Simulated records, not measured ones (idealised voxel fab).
Title: Process Module voxel capacitor over wiring
Cross-section cut spans 205 nm and uses square cells 5 nm in size.
When this document writes out a cross-section, it uses a grid of square cells and lists it as bands, beginning at the top and moving down, with a band standing for one or more rows of cells. Top height, bottom height, nm. Materials left to right, width each, nm. Single material + "full width" = fills band edge to edge. "air" = empty. Zero point of the height axis is 0; under it, received wafer = one material. Lowest band: continues down indefinitely, "0 nm and below". Per-row width for "30..40": begins at first number (top row of band), ends at second number (bottom row), increment between rows held constant. What does "everything unchanged" mean for a step? It means no cell of the cross-section changed in that step. Empty spaces counting at least 8 cells and having no open way to the top are listed in "Closed voids list". The notation width x height at distance is used for each, the distance being from the left edge and all three values in nm. Past the settings on a step's line: simulator remark, on that step. "overlay nm" answers the question of how far to the right of plan the mask lay on a step that has a mask, and when it is negative the answer is to the left.

## The steps planned for the process are as follows
1) RECEIVE [material Si]
2) CONFORMAL_DEP [material SiO2] [thk nm 15]
3) DIRECTIONAL_DEP [material TiN] [thk nm 5]
4) DIRECTIONAL_DEP [material Ru] [thk nm 20]
5) PATTERN [tone cover] [mask id METAL_1] [material resist] [width nm 25] [pitch nm 90] [thk nm 20] [overlay nm 0]
6) DIRECTIONAL_ETCH [etch materials Ru] [depth nm 20]
7) DIRECTIONAL_ETCH [etch materials TiN] [depth nm 5]
8) STRIP [etch materials resist]
9) CONFORMAL_DEP [material SiCN] [thk nm 5]
10) FILL_DEP [material lowk] [thk nm 5]
11) CMP [height nm 40]
12) CONFORMAL_DEP [material SiCN] [thk nm 5]
13) DIRECTIONAL_DEP [material SiO2] [thk nm 10]
14) PATTERN [tone open] [mask id PLUG_1] [material resist] [width nm 15] [thk nm 20] [overlay nm 0]
15) DIRECTIONAL_ETCH [etch materials SiO2] [depth nm 10]
16) DIRECTIONAL_ETCH [etch materials SiCN] [depth nm 5]
17) STRIP [etch materials resist]
18) EPI [material Ru] [thk nm 10]
19) EPI [material Ru] [thk nm 5]
20) DIRECTIONAL_DEP [material TiN] [thk nm 10]
21) DIRECTIONAL_DEP [material Al2O3] [thk nm 5]
22) DIRECTIONAL_DEP [material TiN] [thk nm 10]
23) PATTERN [tone cover] [mask id UPPER_PLATE] [material resist] [width nm 70] [thk nm 15] [overlay nm 0]
24) DIRECTIONAL_ETCH [etch materials TiN] [depth nm 10]
25) DIRECTIONAL_ETCH [etch materials Al2O3] [depth nm 5]
26) STRIP [etch materials resist]
27) PATTERN [tone cover] [mask id LOWER_PLATE] [material resist] [width nm 80] [thk nm 20] [overlay nm 0]
28) DIRECTIONAL_ETCH [etch materials TiN] [depth nm 10]
29) STRIP [etch materials resist]
30) FILL_DEP [material SiO2] [thk nm 20]
31) CMP [height nm 95]
32) DIRECTIONAL_DEP [material aC] [thk nm 15]
33) PATTERN [tone open] [mask id PLUG_2] [material resist] [width nm 15] [thk nm 30] [overlay nm 0]
34) DIRECTIONAL_ETCH [etch materials aC] [depth nm 15]
35) STRIP [etch materials resist]
36) DIRECTIONAL_ETCH [etch materials SiO2] [depth nm 15]
37) STRIP [etch materials aC]
38) CONFORMAL_DEP [material TiN] [thk nm 5]
39) FILL_DEP [material W] [thk nm 10]
40) CMP [height nm 95]
41) CONFORMAL_DEP [material SiCN] [thk nm 5]

## Wafer as received: cross-section following step 1
* 0 nm and below | Si full width
* Closed voids list: none

## Here's the cross-section of the first of our two wafers at the end of the module - it ran as planned
* 100 nm to 95 nm | SiCN full width
* 95 nm to 85 nm | SiO2 65, TiN 5, W 5, TiN 5, SiO2 125
* 85 nm to 80 nm | SiO2 65, TiN 15, SiO2 125
* 80 nm to 70 nm | SiO2 55, TiN 70, SiO2 80
* 70 nm to 65 nm | SiO2 55, Al2O3 70, SiO2 80
* 65 nm to 55 nm | SiO2 50, TiN 80, SiO2 75
* 55 nm to 45 nm | SiO2 55, Ru 15, SiO2 135
* 45 nm to 40 nm | SiCN 55, Ru 15, SiCN 135
* 40 nm to 20 nm | lowk 40, SiCN 5, Ru 25, SiCN 5, lowk 55, SiCN 5, Ru 25, SiCN 5, lowk 40
* 20 nm to 15 nm | SiCN 45, TiN 25, SiCN 65, TiN 25, SiCN 45
* 15 nm to 0 nm | SiO2 full width
* 0 nm and below | Si full width
* Closed voids list: none

## Wafer two (of two), end-of-module cross-section: start = wafer one, plan = wafer one, one run mistake
* 100 nm to 95 nm | SiCN full width
* 95 nm to 85 nm | SiO2 65, TiN 5, W 5, TiN 5, SiO2 125
* 85 nm to 80 nm | SiO2 65, TiN 15, SiO2 125
* 80 nm to 70 nm | SiO2 70, TiN 55, SiO2 80
* 70 nm to 65 nm | SiO2 70, Al2O3 55, SiO2 80
* 65 nm to 55 nm | SiO2 50, TiN 80, SiO2 75
* 55 nm to 50 nm | SiO2 55, Al2O3 15, SiO2 135
* 50 nm to 45 nm | SiO2 55, TiN 15, SiO2 135
* 45 nm to 40 nm | SiCN 55, TiN 15, SiCN 135
* 40 nm to 20 nm | Ru 45, SiCN 5, lowk 15, SiCN 5, Ru 65, SiCN 5, lowk 15, SiCN 5, Ru 45
* 20 nm to 15 nm | TiN 45, SiCN 25, TiN 65, SiCN 25, TiN 45
* 15 nm to 0 nm | SiO2 full width
* 0 nm and below | Si full width
* Closed voids list: none
Misprocessing identified: step 5 went in with a setting other than planned; the actual run was PATTERN [tone open] [mask id METAL_1] [material resist] [width nm 25] [pitch nm 90] [thk nm 20] [overlay nm 0]
Final difference in cells, second wafer against first, listed per material as more or fewer: +75 Ru; -21 SiCN; +9 SiO2; +21 TiN; -84 lowk
